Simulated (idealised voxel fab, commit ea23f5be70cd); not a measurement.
process module | voxel fin reveal
cross-section cut | 210 nm wide | cells 5 nm
A cross-section is a grid of square cells, given in bands from the top down. A band is one or more rows of cells.
Each band's line starts with the height of the band's top and of its bottom, in nm. Then come its materials from left to right, each with its width in nm. One material with "throughout" fills the band from edge to edge. "air" is empty space.
Height 0 is the level under which the wafer as received is all one material. The lowest band goes on downwards, as in "0 down".
A width such as "30 to 40" changes by the same amount from each row of cells to the next, from the band's top row to its bottom row.
"no change" after a step means that no cell of the cross-section changed.
closed voids: empty space of 8 cells or more with no open way to the top, each as width x height at its distance from the left edge, in nm
after a step's settings: what the simulator itself notes on the step
overlay nm, on a step with a mask: how far to the right of its planned place the mask lay; to the left if negative
plan
1 op RECEIVE | material Si
2 op CONFORMAL_DEP | material SiN | thk nm 10
3 op DIRECTIONAL_DEP | material aC | thk nm 15
4 op PATTERN | tone cover | mask id FINS | material resist | width nm 15 | pitch nm 40 | thk nm 30 | overlay nm 0
5 op DIRECTIONAL_ETCH | etch materials aC | depth nm 15
6 op STRIP | etch materials resist
7 op DIRECTIONAL_ETCH | etch materials SiN | depth nm 10
8 op DIRECTIONAL_ETCH | etch materials Si | depth nm 30
9 op STRIP | etch materials aC
10 op FILL_DEP | material SiO2 | thk nm 15
11 op CMP | height nm 10
12 op SELECTIVE_ETCH | etch materials SiO2 | depth nm 30
13 op STRIP | etch materials SiN
14 op CONFORMAL_DEP | material HfO2 | thk nm 5
as received, after step 1
  0 down: Si throughout
  closed voids: none
a wafer at the end: this start, this plan, one mistake
  0 to -20: air 75 | Si 15 | air 25 | Si 15 | air 80
  -20 to -30: SiO2 75 | Si 15 | SiO2 25 | Si 15 | SiO2 80
  -30 down: Si throughout
  closed voids: none
what went wrong: step 14 was left out
